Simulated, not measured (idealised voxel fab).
process module | voxel capacitor over wiring
cross-section cut | 180 nm wide | cells 5 nm
A cross-section is a grid of square cells, given in bands from the top down. A band is one or more rows of cells.
Each band's line starts with the height of the band's top and of its bottom, in nm. Then come its materials from left to right, each with its width in nm. One material with "throughout" fills the band from edge to edge. "air" is empty space.
Height 0 is the level under which the wafer as received is all one material. The lowest band goes on downwards, as in "0 down".
A width such as "30 to 40" changes by the same amount from each row of cells to the next, from the band's top row to its bottom row.
"no change" after a step means that no cell of the cross-section changed.
closed voids: empty space of 8 cells or more with no open way to the top, each as width x height at its distance from the left edge, in nm
after a step's settings: what the simulator itself notes on the step
overlay nm, on a step with a mask: how far to the right of its planned place the mask lay; to the left if negative
plan
1 op RECEIVE | material Si
2 op CONFORMAL_DEP | material SiO2 | thk nm 15
3 op CONFORMAL_DEP | material SiN | thk nm 5
4 op DIRECTIONAL_DEP | material lowk | thk nm 15
5 op PATTERN | tone open | mask id METAL_1 | material resist | width nm 30 | pitch nm 85 | thk nm 20 | overlay nm 0
6 op DIRECTIONAL_ETCH | etch materials lowk | depth nm 15
7 op DIRECTIONAL_ETCH | etch materials SiN | depth nm 5
8 op STRIP | etch materials resist
9 op CONFORMAL_DEP | material TiN | thk nm 5
10 op FILL_DEP | material Ru | thk nm 10
11 op CMP | height nm 35
12 op CONFORMAL_DEP | material SiCN | thk nm 5
13 op DIRECTIONAL_DEP | material lowk | thk nm 15
14 op DIRECTIONAL_DEP | material aC | thk nm 10
15 op PATTERN | tone open | mask id PLUG_1 | material resist | width nm 15 | thk nm 25 | overlay nm 0
16 op DIRECTIONAL_ETCH | etch materials aC | depth nm 10
17 op STRIP | etch materials resist
18 op DIRECTIONAL_ETCH | etch materials lowk | depth nm 15
19 op DIRECTIONAL_ETCH | etch materials SiCN | depth nm 5
20 op STRIP | etch materials aC
21 op CONFORMAL_DEP | material TiN | thk nm 5
22 op FILL_DEP | material W | thk nm 10
23 op CMP | height nm 55
24 op DIRECTIONAL_DEP | material TiN | thk nm 5
25 op DIRECTIONAL_DEP | material Al2O3 | thk nm 5
26 op DIRECTIONAL_DEP | material TiN | thk nm 10
27 op PATTERN | tone cover | mask id UPPER_PLATE | material resist | width nm 60 | thk nm 15 | overlay nm 0
28 op DIRECTIONAL_ETCH | etch materials TiN | depth nm 10
29 op DIRECTIONAL_ETCH | etch materials Al2O3 | depth nm 5
30 op STRIP | etch materials resist
31 op MASKED_ETCH | tone cover | mask id LOWER_PLATE | width nm 70 | etch materials TiN | depth nm 5 | overlay nm 0
32 op FILL_DEP | material SiO2 | thk nm 20
33 op CMP | height nm 90
34 op MASKED_ETCH | tone open | mask id PLUG_2 | width nm 15 | etch materials SiO2 | depth nm 15 | overlay nm 0
35 op CONFORMAL_DEP | material TiN | thk nm 5
36 op FILL_DEP | material W | thk nm 10
37 op CMP | height nm 90
38 op CONFORMAL_DEP | material SiN | thk nm 5
as received, after step 1
  0 down: Si throughout
  closed voids: none
first wafer at the end, as planned
  95 to 90: SiN throughout
  90 to 80: SiO2 55 | TiN 5 | W 5 | TiN 5 | SiO2 110
  80 to 75: SiO2 55 | TiN 15 | SiO2 110
  75 to 65: SiO2 45 | TiN 60 | SiO2 75
  65 to 60: SiO2 45 | Al2O3 60 | SiO2 75
  60 to 55: SiO2 40 | TiN 70 | SiO2 70
  55 to 40: lowk 45 | TiN 5 | W 5 | TiN 5 | lowk 120
  40 to 35: SiCN 45 | TiN 15 | SiCN 120
  35 to 20: lowk 30 | TiN 5 | Ru 20 | TiN 5 | lowk 55 | TiN 5 | Ru 20 | TiN 5 | lowk 35
  20 to 15: SiN 30 | TiN 30 | SiN 55 | TiN 30 | SiN 35
  15 to 0: SiO2 throughout
  0 down: Si throughout
  closed voids: none
second wafer at the end: like start, like plan, one mistake
  95 to 90: SiN throughout
  90 to 75: W throughout
  75 to 65: W 45 | TiN 60 | W 75
  65 to 60: W 45 | Al2O3 60 | W 75
  60 to 55: W 40 | TiN 70 | W 70
  55 to 40: lowk 45 | TiN 5 | W 5 | TiN 5 | lowk 120
  40 to 35: SiCN 45 | TiN 15 | SiCN 120
  35 to 20: lowk 30 | TiN 5 | Ru 20 | TiN 5 | lowk 55 | TiN 5 | Ru 20 | TiN 5 | lowk 35
  20 to 15: SiN 30 | TiN 30 | SiN 55 | TiN 30 | SiN 35
  15 to 0: SiO2 throughout
  0 down: Si throughout
  closed voids: none
what went wrong: step 32 ran as: op FILL_DEP | material W | thk nm 20
at the end the second wafer has, in cells: 193 fewer of SiO2 | 7 fewer of TiN | 200 more of W
